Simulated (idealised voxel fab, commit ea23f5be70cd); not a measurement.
The following is a process module called voxel double patterning.
Section shown: cut. Width: 165 nm. Cell size: 5 nm, square.
If you're reading a cross-section in this doc, picture square cells in a grid; it comes to you as bands, top ones listed first down to the bottom, and a band can be one or more rows of cells. Within each band entry, the heights of the top and of the bottom of the band appear first, in that order and in nm; the materials of the band then follow from left to right, each with its corresponding width in nm. The designation "full width" on a single material indicates that it fills the band from edge to edge; the designation "blank" indicates empty space. Convention: height 0 is the level below which the wafer, as received, is all one material. The lowest band does not terminate at the bottom but continues downward, represented as "0 and below". You'd read "30..40" like this: the band's top row of cells is as wide as the first number, its bottom row is as wide as the second, and going down, every row changes width by the same amount as the row before did. "nothing got changed", as given for a step, is the statement that not any cell of the cross-section underwent a change during that step. The list in "Closed void entries" covers empty spaces of 8 cells or more that cannot reach the top through any open way, and it gives each as width x height at distance; the distance is from the left edge, and width, height and distance are in nm. It should be noted that, on the line of a given step, the content following the step's settings is a remark produced by the simulator itself with respect to that step. "overlay nm", when on a step's line for a step with a mask, measures how far to the right of its planned place the mask lay; a negative measure means to the left. Everything after this point is organized in pairs: a cross-section before one process step, a cross-section after it that shows only as deep as the lowest changed band, and, under the pair, the intervening step with its settings. Because different runs of this module on the same starting wafer can supply different pairs, a pair continues from the pair above it only if its entry headed "Pre-step profile" says so.

**Pre-step profile**
- 0 and below: Si full width
- Closed void entries: none

**Post-Step Geometry**
- 5 down to 0: SiN full width
- For the remainder of the cross-section, below 0, there is no change.
- Closed void entries: none
Going from one cross-section above to the next, the wafer undergoes op CONFORMAL_DEP | material SiN | thk nm 5

Pre-step profile: just use the after drawing of the pair above as your starting point.

**Post-Step Geometry**
- 20 down to 5: SiO2 full width
- For the remainder of the cross-section, below 5, there is no change.
- Closed void entries: none
Going from one cross-section above to the next, the wafer undergoes op DIRECTIONAL_DEP | material SiO2 | thk nm 15

Pre-step profile: just use the after drawing of the pair above as your starting point.

**Post-Step Geometry**
- 25 down to 20: SiCN full width
- For the remainder of the cross-section, below 20, there is no change.
- Closed void entries: none
Going from one cross-section above to the next, the wafer undergoes op DIRECTIONAL_DEP | material SiCN | thk nm 5

Pre-step profile: just use the after drawing of the pair above as your starting point.

**Post-Step Geometry**
- 40 down to 25: aC full width
- For the remainder of the cross-section, below 25, there is no change.
- Closed void entries: none
Going from one cross-section above to the next, the wafer undergoes op DIRECTIONAL_DEP | material aC | thk nm 15

Pre-step profile: just use the after drawing of the pair above as your starting point.

**Post-Step Geometry**
- 75 down to 40: resist: 50; blank: 15; resist: 35; blank: 15; resist: 50
- For the remainder of the cross-section, below 40, there is no change.
- Closed void entries: none
Going from one cross-section above to the next, the wafer undergoes op PATTERN | tone open | mask id FIRST | material resist | width nm 15 | pitch nm 50 | thk nm 35 | overlay nm 0

Pre-step profile: just use the after drawing of the pair above as your starting point.

**Post-Step Geometry**
- 60 down to 40: resist: 50; blank: 15; resist: 35; blank: 15; resist: 50
- 40 down to 25: aC: 50; blank: 15; aC: 35; blank: 15; aC: 50
- For the remainder of the cross-section, below 25, there is no change.
- Closed void entries: none
Going from one cross-section above to the next, the wafer undergoes op DIRECTIONAL_ETCH | etch materials aC | depth nm 15

Pre-step profile: just use the after drawing of the pair above as your starting point.

**Post-Step Geometry**
- 40 down to 25: aC: 50; blank: 15; aC: 35; blank: 15; aC: 50
- For the remainder of the cross-section, below 25, there is no change.
- Closed void entries: none
Going from one cross-section above to the next, the wafer undergoes op STRIP | etch materials resist

Pre-step profile: just use the after drawing of the pair above as your starting point.

**Post-Step Geometry**
- 40 down to 25: aC: 50; blank: 15; aC: 35; blank: 15; aC: 50
- 25 down to 20: SiCN: 50; blank: 15; SiCN: 35; blank: 15; SiCN: 50
- For the remainder of the cross-section, below 20, there is no change.
- Closed void entries: none
Going from one cross-section above to the next, the wafer undergoes op DIRECTIONAL_ETCH | etch materials SiCN | depth nm 5

Pre-step profile: just use the after drawing of the pair above as your starting point.

**Post-Step Geometry**
- 25 down to 20: SiCN: 50; blank: 15; SiCN: 35; blank: 15; SiCN: 50
- For the remainder of the cross-section, below 20, there is no change.
- Closed void entries: none
Going from one cross-section above to the next, the wafer undergoes op STRIP | etch materials aC

Pre-step profile: just use the after drawing of the pair above as your starting point.

**Post-Step Geometry**
- 40 down to 35: aC: 50; blank: 15; aC: 35; blank: 15; aC: 50
- 35 down to 25: aC full width
- 25 down to 20: SiCN: 50; aC: 15; SiCN: 35; aC: 15; SiCN: 50
- For the remainder of the cross-section, below 20, there is no change.
- Closed void entries: none
Going from one cross-section above to the next, the wafer undergoes op DIRECTIONAL_DEP | material aC | thk nm 15

Pre-step profile: just use the after drawing of the pair above as your starting point.

**Post-Step Geometry**
- 75 down to 40: resist: 75; blank: 15; resist: 75
- 40 down to 35: aC: 50; resist: 15; aC: 35; resist: 15; aC: 50
- For the remainder of the cross-section, below 35, there is no change.
- Closed void entries: none
Going from one cross-section above to the next, the wafer undergoes op PATTERN | tone open | mask id SECOND | material resist | width nm 15 | thk nm 35 | overlay nm 0

Pre-step profile: just use the after drawing of the pair above as your starting point.

**Post-Step Geometry**
- 60 down to 40: resist: 75; blank: 15; resist: 75
- 40 down to 35: aC: 50; resist: 15; aC: 10; blank: 15; aC: 10; resist: 15; aC: 50
- 35 down to 25: aC: 75; blank: 15; aC: 75
- For the remainder of the cross-section, below 25, there is no change.
- Closed void entries: none
Going from one cross-section above to the next, the wafer undergoes op DIRECTIONAL_ETCH | etch materials aC | depth nm 15

Pre-step profile: just use the after drawing of the pair above as your starting point.

**Post-Step Geometry**
- 40 down to 35: aC: 50; blank: 15; aC: 10; blank: 15; aC: 10; blank: 15; aC: 50
- For the remainder of the cross-section, below 35, there is no change.
- Closed void entries: none
Going from one cross-section above to the next, the wafer undergoes op STRIP | etch materials resist

Pre-step profile: just use the after drawing of the pair above as your starting point.

**Post-Step Geometry**
- 40 down to 35: aC: 50; blank: 15; aC: 10; blank: 15; aC: 10; blank: 15; aC: 50
- 35 down to 25: aC: 75; blank: 15; aC: 75
- 25 down to 20: SiCN: 50; aC: 15; SiCN: 10; blank: 15; SiCN: 10; aC: 15; SiCN: 50
- For the remainder of the cross-section, below 20, there is no change.
- Closed void entries: none
Going from one cross-section above to the next, the wafer undergoes op DIRECTIONAL_ETCH | etch materials SiCN | depth nm 5

Pre-step profile: just use the after drawing of the pair above as your starting point.

**Post-Step Geometry**
- 25 down to 20: SiCN: 50; blank: 15; SiCN: 10; blank: 15; SiCN: 10; blank: 15; SiCN: 50
- For the remainder of the cross-section, below 20, there is no change.
- Closed void entries: none
Going from one cross-section above to the next, the wafer undergoes op STRIP | etch materials aC

Pre-step profile: just use the after drawing of the pair above as your starting point.

**Post-Step Geometry**
- 25 down to 20: SiCN: 50; blank: 15; SiCN: 10; blank: 15; SiCN: 10; blank: 15; SiCN: 50
- 20 down to 5: SiO2: 50; blank: 15; SiO2: 10; blank: 15; SiO2: 10; blank: 15; SiO2: 50
- For the remainder of the cross-section, below 5, there is no change.
- Closed void entries: none
Going from one cross-section above to the next, the wafer undergoes op DIRECTIONAL_ETCH | etch materials SiO2 | depth nm 15

Pre-step profile: just use the after drawing of the pair above as your starting point.

**Post-Step Geometry**
- 20 down to 5: SiO2: 50; blank: 15; SiO2: 10; blank: 15; SiO2: 10; blank: 15; SiO2: 50
- For the remainder of the cross-section, below 5, there is no change.
- Closed void entries: none
Going from one cross-section above to the next, the wafer undergoes op STRIP | etch materials SiCN

**Pre-step profile**
- 0 and below: Si full width
- Closed void entries: none

**Post-Step Geometry**
- 15 down to 0: SiO2 full width
- For the remainder of the cross-section, below 0, there is no change.
- Closed void entries: none
Going from one cross-section above to the next, the wafer undergoes op DIRECTIONAL_DEP | material SiO2 | thk nm 15

Pre-step profile: just use the after drawing of the pair above as your starting point.

**Post-Step Geometry**
- 20 down to 15: SiCN full width
- For the remainder of the cross-section, below 15, there is no change.
- Closed void entries: none
Going from one cross-section above to the next, the wafer undergoes op DIRECTIONAL_DEP | material SiCN | thk nm 5

Pre-step profile: just use the after drawing of the pair above as your starting point.

**Post-Step Geometry**
- 35 down to 20: aC full width
- For the remainder of the cross-section, below 20, there is no change.
- Closed void entries: none
Going from one cross-section above to the next, the wafer undergoes op DIRECTIONAL_DEP | material aC | thk nm 15

Pre-step profile: just use the after drawing of the pair above as your starting point.

**Post-Step Geometry**
- 70 down to 35: resist: 50; blank: 15; resist: 35; blank: 15; resist: 50
- For the remainder of the cross-section, below 35, there is no change.
- Closed void entries: none
Going from one cross-section above to the next, the wafer undergoes op PATTERN | tone open | mask id FIRST | material resist | width nm 15 | pitch nm 50 | thk nm 35 | overlay nm 0

Pre-step profile: just use the after drawing of the pair above as your starting point.

**Post-Step Geometry**
- 55 down to 35: resist: 50; blank: 15; resist: 35; blank: 15; resist: 50
- 35 down to 20: aC: 50; blank: 15; aC: 35; blank: 15; aC: 50
- For the remainder of the cross-section, below 20, there is no change.
- Closed void entries: none
Going from one cross-section above to the next, the wafer undergoes op DIRECTIONAL_ETCH | etch materials aC | depth nm 15

Pre-step profile: just use the after drawing of the pair above as your starting point.

**Post-Step Geometry**
- 35 down to 20: aC: 50; blank: 15; aC: 35; blank: 15; aC: 50
- For the remainder of the cross-section, below 20, there is no change.
- Closed void entries: none
Going from one cross-section above to the next, the wafer undergoes op STRIP | etch materials resist

Pre-step profile: just use the after drawing of the pair above as your starting point.

**Post-Step Geometry**
- 35 down to 20: aC: 50; blank: 15; aC: 35; blank: 15; aC: 50
- 20 down to 15: SiCN: 50; blank: 15; SiCN: 35; blank: 15; SiCN: 50
- For the remainder of the cross-section, below 15, there is no change.
- Closed void entries: none
Going from one cross-section above to the next, the wafer undergoes op DIRECTIONAL_ETCH | etch materials SiCN | depth nm 5

Pre-step profile: just use the after drawing of the pair above as your starting point.

**Post-Step Geometry**
- 20 down to 15: SiCN: 50; blank: 15; SiCN: 35; blank: 15; SiCN: 50
- For the remainder of the cross-section, below 15, there is no change.
- Closed void entries: none
Going from one cross-section above to the next, the wafer undergoes op STRIP | etch materials aC

Pre-step profile: just use the after drawing of the pair above as your starting point.

**Post-Step Geometry**
- 35 down to 30: aC: 50; blank: 15; aC: 35; blank: 15; aC: 50
- 30 down to 20: aC full width
- 20 down to 15: SiCN: 50; aC: 15; SiCN: 35; aC: 15; SiCN: 50
- For the remainder of the cross-section, below 15, there is no change.
- Closed void entries: none
Going from one cross-section above to the next, the wafer undergoes op DIRECTIONAL_DEP | material aC | thk nm 15

Pre-step profile: just use the after drawing of the pair above as your starting point.

**Post-Step Geometry**
- 70 down to 35: resist: 75; blank: 15; resist: 75
- 35 down to 30: aC: 50; resist: 15; aC: 35; resist: 15; aC: 50
- For the remainder of the cross-section, below 30, there is no change.
- Closed void entries: none
Going from one cross-section above to the next, the wafer undergoes op PATTERN | tone open | mask id SECOND | material resist | width nm 15 | thk nm 35 | overlay nm 0

Pre-step profile: just use the after drawing of the pair above as your starting point.

**Post-Step Geometry**
- 55 down to 35: resist: 75; blank: 15; resist: 75
- 35 down to 30: aC: 50; resist: 15; aC: 10; blank: 15; aC: 10; resist: 15; aC: 50
- 30 down to 20: aC: 75; blank: 15; aC: 75
- For the remainder of the cross-section, below 20, there is no change.
- Closed void entries: none
Going from one cross-section above to the next, the wafer undergoes op DIRECTIONAL_ETCH | etch materials aC | depth nm 15

Pre-step profile: just use the after drawing of the pair above as your starting point.

**Post-Step Geometry**
- 35 down to 30: aC: 50; blank: 15; aC: 10; blank: 15; aC: 10; blank: 15; aC: 50
- For the remainder of the cross-section, below 30, there is no change.
- Closed void entries: none
Going from one cross-section above to the next, the wafer undergoes op STRIP | etch materials resist

Pre-step profile: just use the after drawing of the pair above as your starting point.

**Post-Step Geometry**
- 35 down to 30: aC: 50; blank: 15; aC: 10; blank: 15; aC: 10; blank: 15; aC: 50
- 30 down to 20: aC: 75; blank: 15; aC: 75
- 20 down to 15: SiCN: 50; aC: 15; SiCN: 10; blank: 15; SiCN: 10; aC: 15; SiCN: 50
- For the remainder of the cross-section, below 15, there is no change.
- Closed void entries: none
Going from one cross-section above to the next, the wafer undergoes op DIRECTIONAL_ETCH | etch materials SiCN | depth nm 5

Pre-step profile: just use the after drawing of the pair above as your starting point.

**Post-Step Geometry**
- 20 down to 15: SiCN: 50; blank: 15; SiCN: 10; blank: 15; SiCN: 10; blank: 15; SiCN: 50
- For the remainder of the cross-section, below 15, there is no change.
- Closed void entries: none
Going from one cross-section above to the next, the wafer undergoes op STRIP | etch materials aC

Pre-step profile: just use the after drawing of the pair above as your starting point.

**Post-Step Geometry**
- 20 down to 15: SiCN: 50; blank: 15; SiCN: 10; blank: 15; SiCN: 10; blank: 15; SiCN: 50
- 15 down to 0: SiO2: 50; blank: 15; SiO2: 10; blank: 15; SiO2: 10; blank: 15; SiO2: 50
- For the remainder of the cross-section, below 0, there is no change.
- Closed void entries: none
Going from one cross-section above to the next, the wafer undergoes op DIRECTIONAL_ETCH | etch materials SiO2 | depth nm 15

Pre-step profile: just use the after drawing of the pair above as your starting point.

**Post-Step Geometry**
- 15 down to 0: SiO2: 50; blank: 15; SiO2: 10; blank: 15; SiO2: 10; blank: 15; SiO2: 50
- For the remainder of the cross-section, below 0, there is no change.
- Closed void entries: none
Going from one cross-section above to the next, the wafer undergoes op STRIP | etch materials SiCN

**Pre-step profile**
- 20 down to 5: SiO2 full width
- 5 down to 0: SiN full width
- 0 and below: Si full width
- Closed void entries: none

**Post-Step Geometry**
- 35 down to 5: SiO2 full width
- For the remainder of the cross-section, below 5, there is no change.
- Closed void entries: none
Going from one cross-section above to the next, the wafer undergoes op DIRECTIONAL_DEP | material SiO2 | thk nm 15

Pre-step profile: just use the after drawing of the pair above as your starting point.

**Post-Step Geometry**
- 40 down to 35: SiCN full width
- For the remainder of the cross-section, below 35, there is no change.
- Closed void entries: none
Going from one cross-section above to the next, the wafer undergoes op DIRECTIONAL_DEP | material SiCN | thk nm 5

Pre-step profile: just use the after drawing of the pair above as your starting point.

**Post-Step Geometry**
- 55 down to 40: aC full width
- For the remainder of the cross-section, below 40, there is no change.
- Closed void entries: none
Going from one cross-section above to the next, the wafer undergoes op DIRECTIONAL_DEP | material aC | thk nm 15

Pre-step profile: just use the after drawing of the pair above as your starting point.

**Post-Step Geometry**
- 90 down to 55: resist: 50; blank: 15; resist: 35; blank: 15; resist: 50
- For the remainder of the cross-section, below 55, there is no change.
- Closed void entries: none
Going from one cross-section above to the next, the wafer undergoes op PATTERN | tone open | mask id FIRST | material resist | width nm 15 | pitch nm 50 | thk nm 35 | overlay nm 0

Pre-step profile: just use the after drawing of the pair above as your starting point.

**Post-Step Geometry**
- 75 down to 55: resist: 50; blank: 15; resist: 35; blank: 15; resist: 50
- 55 down to 40: aC: 50; blank: 15; aC: 35; blank: 15; aC: 50
- For the remainder of the cross-section, below 40, there is no change.
- Closed void entries: none
Going from one cross-section above to the next, the wafer undergoes op DIRECTIONAL_ETCH | etch materials aC | depth nm 15

Pre-step profile: just use the after drawing of the pair above as your starting point.

**Post-Step Geometry**
- 55 down to 40: aC: 50; blank: 15; aC: 35; blank: 15; aC: 50
- For the remainder of the cross-section, below 40, there is no change.
- Closed void entries: none
Going from one cross-section above to the next, the wafer undergoes op STRIP | etch materials resist

Pre-step profile: just use the after drawing of the pair above as your starting point.

**Post-Step Geometry**
- 55 down to 40: aC: 50; blank: 15; aC: 35; blank: 15; aC: 50
- 40 down to 35: SiCN: 50; blank: 15; SiCN: 35; blank: 15; SiCN: 50
- For the remainder of the cross-section, below 35, there is no change.
- Closed void entries: none
Going from one cross-section above to the next, the wafer undergoes op DIRECTIONAL_ETCH | etch materials SiCN | depth nm 5

Pre-step profile: just use the after drawing of the pair above as your starting point.

**Post-Step Geometry**
- 40 down to 35: SiCN: 50; blank: 15; SiCN: 35; blank: 15; SiCN: 50
- For the remainder of the cross-section, below 35, there is no change.
- Closed void entries: none
Going from one cross-section above to the next, the wafer undergoes op STRIP | etch materials aC

Pre-step profile: just use the after drawing of the pair above as your starting point.

**Post-Step Geometry**
- 55 down to 50: aC: 50; blank: 15; aC: 35; blank: 15; aC: 50
- 50 down to 40: aC full width
- 40 down to 35: SiCN: 50; aC: 15; SiCN: 35; aC: 15; SiCN: 50
- For the remainder of the cross-section, below 35, there is no change.
- Closed void entries: none
Going from one cross-section above to the next, the wafer undergoes op DIRECTIONAL_DEP | material aC | thk nm 15

Pre-step profile: just use the after drawing of the pair above as your starting point.

**Post-Step Geometry**
- 90 down to 55: resist: 75; blank: 15; resist: 75
- 55 down to 50: aC: 50; resist: 15; aC: 35; resist: 15; aC: 50
- For the remainder of the cross-section, below 50, there is no change.
- Closed void entries: none
Going from one cross-section above to the next, the wafer undergoes op PATTERN | tone open | mask id SECOND | material resist | width nm 15 | thk nm 35 | overlay nm 0

Pre-step profile: just use the after drawing of the pair above as your starting point.

**Post-Step Geometry**
- 75 down to 55: resist: 75; blank: 15; resist: 75
- 55 down to 50: aC: 50; resist: 15; aC: 10; blank: 15; aC: 10; resist: 15; aC: 50
- 50 down to 40: aC: 75; blank: 15; aC: 75
- For the remainder of the cross-section, below 40, there is no change.
- Closed void entries: none
Going from one cross-section above to the next, the wafer undergoes op DIRECTIONAL_ETCH | etch materials aC | depth nm 15

Pre-step profile: just use the after drawing of the pair above as your starting point.

**Post-Step Geometry**
- 55 down to 50: aC: 50; blank: 15; aC: 10; blank: 15; aC: 10; blank: 15; aC: 50
- For the remainder of the cross-section, below 50, there is no change.
- Closed void entries: none
Going from one cross-section above to the next, the wafer undergoes op STRIP | etch materials resist

Pre-step profile: just use the after drawing of the pair above as your starting point.

**Post-Step Geometry**
- 55 down to 50: aC: 50; blank: 15; aC: 10; blank: 15; aC: 10; blank: 15; aC: 50
- 50 down to 40: aC: 75; blank: 15; aC: 75
- 40 down to 35: SiCN: 50; aC: 15; SiCN: 10; blank: 15; SiCN: 10; aC: 15; SiCN: 50
- For the remainder of the cross-section, below 35, there is no change.
- Closed void entries: none
Going from one cross-section above to the next, the wafer undergoes op DIRECTIONAL_ETCH | etch materials SiCN | depth nm 5

Pre-step profile: just use the after drawing of the pair above as your starting point.

**Post-Step Geometry**
- 40 down to 35: SiCN: 50; blank: 15; SiCN: 10; blank: 15; SiCN: 10; blank: 15; SiCN: 50
- For the remainder of the cross-section, below 35, there is no change.
- Closed void entries: none
Going from one cross-section above to the next, the wafer undergoes op STRIP | etch materials aC

Pre-step profile: just use the after drawing of the pair above as your starting point.

**Post-Step Geometry**
- 40 down to 35: SiCN: 50; blank: 15; SiCN: 10; blank: 15; SiCN: 10; blank: 15; SiCN: 50
- 35 down to 20: SiO2: 50; blank: 15; SiO2: 10; blank: 15; SiO2: 10; blank: 15; SiO2: 50
- For the remainder of the cross-section, below 20, there is no change.
- Closed void entries: none
Going from one cross-section above to the next, the wafer undergoes op DIRECTIONAL_ETCH | etch materials SiO2 | depth nm 15

Pre-step profile: just use the after drawing of the pair above as your starting point.

**Post-Step Geometry**
- 35 down to 20: SiO2: 50; blank: 15; SiO2: 10; blank: 15; SiO2: 10; blank: 15; SiO2: 50
- For the remainder of the cross-section, below 20, there is no change.
- Closed void entries: none
Going from one cross-section above to the next, the wafer undergoes op STRIP | etch materials SiCN

**Pre-step profile**
- 15 down to 0: SiO2 full width
- 0 and below: Si full width
- Closed void entries: none

**Post-Step Geometry**
- 20 down to 15: SiN full width
- For the remainder of the cross-section, below 15, there is no change.
- Closed void entries: none
Going from one cross-section above to the next, the wafer undergoes op CONFORMAL_DEP | material SiN | thk nm 5

Pre-step profile: just use the after drawing of the pair above as your starting point.

**Post-Step Geometry**
- 25 down to 20: SiCN full width
- For the remainder of the cross-section, below 20, there is no change.
- Closed void entries: none
Going from one cross-section above to the next, the wafer undergoes op DIRECTIONAL_DEP | material SiCN | thk nm 5

Pre-step profile: just use the after drawing of the pair above as your starting point.

**Post-Step Geometry**
- 40 down to 25: aC full width
- For the remainder of the cross-section, below 25, there is no change.
- Closed void entries: none
Going from one cross-section above to the next, the wafer undergoes op DIRECTIONAL_DEP | material aC | thk nm 15

Pre-step profile: just use the after drawing of the pair above as your starting point.

**Post-Step Geometry**
- 75 down to 40: resist: 50; blank: 15; resist: 35; blank: 15; resist: 50
- For the remainder of the cross-section, below 40, there is no change.
- Closed void entries: none
Going from one cross-section above to the next, the wafer undergoes op PATTERN | tone open | mask id FIRST | material resist | width nm 15 | pitch nm 50 | thk nm 35 | overlay nm 0

Pre-step profile: just use the after drawing of the pair above as your starting point.

**Post-Step Geometry**
- 60 down to 40: resist: 50; blank: 15; resist: 35; blank: 15; resist: 50
- 40 down to 25: aC: 50; blank: 15; aC: 35; blank: 15; aC: 50
- For the remainder of the cross-section, below 25, there is no change.
- Closed void entries: none
Going from one cross-section above to the next, the wafer undergoes op DIRECTIONAL_ETCH | etch materials aC | depth nm 15

Pre-step profile: just use the after drawing of the pair above as your starting point.

**Post-Step Geometry**
- 40 down to 25: aC: 50; blank: 15; aC: 35; blank: 15; aC: 50
- For the remainder of the cross-section, below 25, there is no change.
- Closed void entries: none
Going from one cross-section above to the next, the wafer undergoes op STRIP | etch materials resist

Pre-step profile: just use the after drawing of the pair above as your starting point.

**Post-Step Geometry**
- 40 down to 25: aC: 50; blank: 15; aC: 35; blank: 15; aC: 50
- 25 down to 20: SiCN: 50; blank: 15; SiCN: 35; blank: 15; SiCN: 50
- For the remainder of the cross-section, below 20, there is no change.
- Closed void entries: none
Going from one cross-section above to the next, the wafer undergoes op DIRECTIONAL_ETCH | etch materials SiCN | depth nm 5

Pre-step profile: just use the after drawing of the pair above as your starting point.

**Post-Step Geometry**
- 25 down to 20: SiCN: 50; blank: 15; SiCN: 35; blank: 15; SiCN: 50
- For the remainder of the cross-section, below 20, there is no change.
- Closed void entries: none
Going from one cross-section above to the next, the wafer undergoes op STRIP | etch materials aC

Pre-step profile: just use the after drawing of the pair above as your starting point.

**Post-Step Geometry**
- 40 down to 35: aC: 50; blank: 15; aC: 35; blank: 15; aC: 50
- 35 down to 25: aC full width
- 25 down to 20: SiCN: 50; aC: 15; SiCN: 35; aC: 15; SiCN: 50
- For the remainder of the cross-section, below 20, there is no change.
- Closed void entries: none
Going from one cross-section above to the next, the wafer undergoes op DIRECTIONAL_DEP | material aC | thk nm 15

Pre-step profile: just use the after drawing of the pair above as your starting point.

**Post-Step Geometry**
- 75 down to 40: resist: 75; blank: 15; resist: 75
- 40 down to 35: aC: 50; resist: 15; aC: 35; resist: 15; aC: 50
- For the remainder of the cross-section, below 35, there is no change.
- Closed void entries: none
Going from one cross-section above to the next, the wafer undergoes op PATTERN | tone open | mask id SECOND | material resist | width nm 15 | thk nm 35 | overlay nm 0

Pre-step profile: just use the after drawing of the pair above as your starting point.

**Post-Step Geometry**
- 60 down to 40: resist: 75; blank: 15; resist: 75
- 40 down to 35: aC: 50; resist: 15; aC: 10; blank: 15; aC: 10; resist: 15; aC: 50
- 35 down to 25: aC: 75; blank: 15; aC: 75
- For the remainder of the cross-section, below 25, there is no change.
- Closed void entries: none
Going from one cross-section above to the next, the wafer undergoes op DIRECTIONAL_ETCH | etch materials aC | depth nm 15

Pre-step profile: just use the after drawing of the pair above as your starting point.

**Post-Step Geometry**
- 40 down to 35: aC: 50; blank: 15; aC: 10; blank: 15; aC: 10; blank: 15; aC: 50
- For the remainder of the cross-section, below 35, there is no change.
- Closed void entries: none
Going from one cross-section above to the next, the wafer undergoes op STRIP | etch materials resist

Pre-step profile: just use the after drawing of the pair above as your starting point.

**Post-Step Geometry**
- 40 down to 35: aC: 50; blank: 15; aC: 10; blank: 15; aC: 10; blank: 15; aC: 50
- 35 down to 25: aC: 75; blank: 15; aC: 75
- 25 down to 20: SiCN: 50; aC: 15; SiCN: 10; blank: 15; SiCN: 10; aC: 15; SiCN: 50
- For the remainder of the cross-section, below 20, there is no change.
- Closed void entries: none
Going from one cross-section above to the next, the wafer undergoes op DIRECTIONAL_ETCH | etch materials SiCN | depth nm 5

Pre-step profile: just use the after drawing of the pair above as your starting point.

**Post-Step Geometry**
- 25 down to 20: SiCN: 50; blank: 15; SiCN: 10; blank: 15; SiCN: 10; blank: 15; SiCN: 50
- For the remainder of the cross-section, below 20, there is no change.
- Closed void entries: none
Going from one cross-section above to the next, the wafer undergoes op STRIP | etch materials aC

Pre-step profile: just use the after drawing of the pair above as your starting point.

**Post-Step Geometry**
- 20 down to 15: SiN full width
- For the remainder of the cross-section, below 15, there is no change.
- Closed void entries: none
Going from one cross-section above to the next, the wafer undergoes op STRIP | etch materials SiCN

**Pre-step profile**
- 0 and below: Si full width
- Closed void entries: none

**Post-Step Geometry**
- 15 down to 0: SiN full width
- For the remainder of the cross-section, below 0, there is no change.
- Closed void entries: none
Going from one cross-section above to the next, the wafer undergoes op CONFORMAL_DEP | material SiN | thk nm 15

Pre-step profile: just use the after drawing of the pair above as your starting point.

**Post-Step Geometry**
- 30 down to 15: SiO2 full width
- For the remainder of the cross-section, below 15, there is no change.
- Closed void entries: none
Going from one cross-section above to the next, the wafer undergoes op DIRECTIONAL_DEP | material SiO2 | thk nm 15

Pre-step profile: just use the after drawing of the pair above as your starting point.

**Post-Step Geometry**
- 35 down to 30: SiCN full width
- For the remainder of the cross-section, below 30, there is no change.
- Closed void entries: none
Going from one cross-section above to the next, the wafer undergoes op DIRECTIONAL_DEP | material SiCN | thk nm 5

Pre-step profile: just use the after drawing of the pair above as your starting point.

**Post-Step Geometry**
- 50 down to 35: aC full width
- For the remainder of the cross-section, below 35, there is no change.
- Closed void entries: none
Going from one cross-section above to the next, the wafer undergoes op DIRECTIONAL_DEP | material aC | thk nm 15

Pre-step profile: just use the after drawing of the pair above as your starting point.

**Post-Step Geometry**
- 85 down to 50: resist: 50; blank: 15; resist: 35; blank: 15; resist: 50
- For the remainder of the cross-section, below 50, there is no change.
- Closed void entries: none
Going from one cross-section above to the next, the wafer undergoes op PATTERN | tone open | mask id FIRST | material resist | width nm 15 | pitch nm 50 | thk nm 35 | overlay nm 0

Pre-step profile: just use the after drawing of the pair above as your starting point.

**Post-Step Geometry**
- 70 down to 50: resist: 50; blank: 15; resist: 35; blank: 15; resist: 50
- 50 down to 35: aC: 50; blank: 15; aC: 35; blank: 15; aC: 50
- For the remainder of the cross-section, below 35, there is no change.
- Closed void entries: none
Going from one cross-section above to the next, the wafer undergoes op DIRECTIONAL_ETCH | etch materials aC | depth nm 15

Pre-step profile: just use the after drawing of the pair above as your starting point.

**Post-Step Geometry**
- 50 down to 35: aC: 50; blank: 15; aC: 35; blank: 15; aC: 50
- For the remainder of the cross-section, below 35, there is no change.
- Closed void entries: none
Going from one cross-section above to the next, the wafer undergoes op STRIP | etch materials resist

Pre-step profile: just use the after drawing of the pair above as your starting point.

**Post-Step Geometry**
- 50 down to 35: aC: 50; blank: 15; aC: 35; blank: 15; aC: 50
- 35 down to 30: SiCN: 50; blank: 15; SiCN: 35; blank: 15; SiCN: 50
- For the remainder of the cross-section, below 30, there is no change.
- Closed void entries: none
Going from one cross-section above to the next, the wafer undergoes op DIRECTIONAL_ETCH | etch materials SiCN | depth nm 5

Pre-step profile: just use the after drawing of the pair above as your starting point.

**Post-Step Geometry**
- 35 down to 30: SiCN: 50; blank: 15; SiCN: 35; blank: 15; SiCN: 50
- For the remainder of the cross-section, below 30, there is no change.
- Closed void entries: none
Going from one cross-section above to the next, the wafer undergoes op STRIP | etch materials aC

Pre-step profile: just use the after drawing of the pair above as your starting point.

**Post-Step Geometry**
- 50 down to 45: aC: 50; blank: 15; aC: 35; blank: 15; aC: 50
- 45 down to 35: aC full width
- 35 down to 30: SiCN: 50; aC: 15; SiCN: 35; aC: 15; SiCN: 50
- For the remainder of the cross-section, below 30, there is no change.
- Closed void entries: none
Going from one cross-section above to the next, the wafer undergoes op DIRECTIONAL_DEP | material aC | thk nm 15

Pre-step profile: just use the after drawing of the pair above as your starting point.

**Post-Step Geometry**
- 85 down to 50: resist: 75; blank: 15; resist: 75
- 50 down to 45: aC: 50; resist: 15; aC: 35; resist: 15; aC: 50
- For the remainder of the cross-section, below 45, there is no change.
- Closed void entries: none
Going from one cross-section above to the next, the wafer undergoes op PATTERN | tone open | mask id SECOND | material resist | width nm 15 | thk nm 35 | overlay nm 0

Pre-step profile: just use the after drawing of the pair above as your starting point.

**Post-Step Geometry**
- 70 down to 50: resist: 75; blank: 15; resist: 75
- 50 down to 45: aC: 50; resist: 15; aC: 10; blank: 15; aC: 10; resist: 15; aC: 50
- 45 down to 35: aC: 75; blank: 15; aC: 75
- For the remainder of the cross-section, below 35, there is no change.
- Closed void entries: none
Going from one cross-section above to the next, the wafer undergoes op DIRECTIONAL_ETCH | etch materials aC | depth nm 15

Pre-step profile: just use the after drawing of the pair above as your starting point.

**Post-Step Geometry**
- 50 down to 45: aC: 50; blank: 15; aC: 10; blank: 15; aC: 10; blank: 15; aC: 50
- For the remainder of the cross-section, below 45, there is no change.
- Closed void entries: none
Going from one cross-section above to the next, the wafer undergoes op STRIP | etch materials resist

Pre-step profile: just use the after drawing of the pair above as your starting point.

**Post-Step Geometry**
- 50 down to 45: aC: 50; blank: 15; aC: 10; blank: 15; aC: 10; blank: 15; aC: 50
- 45 down to 35: aC: 75; blank: 15; aC: 75
- 35 down to 30: SiCN: 50; aC: 15; SiCN: 10; blank: 15; SiCN: 10; aC: 15; SiCN: 50
- For the remainder of the cross-section, below 30, there is no change.
- Closed void entries: none
Going from one cross-section above to the next, the wafer undergoes op DIRECTIONAL_ETCH | etch materials SiCN | depth nm 5

Pre-step profile: just use the after drawing of the pair above as your starting point.

**Post-Step Geometry**
- 35 down to 30: SiCN: 50; blank: 15; SiCN: 10; blank: 15; SiCN: 10; blank: 15; SiCN: 50
- For the remainder of the cross-section, below 30, there is no change.
- Closed void entries: none
Going from one cross-section above to the next, the wafer undergoes op STRIP | etch materials aC
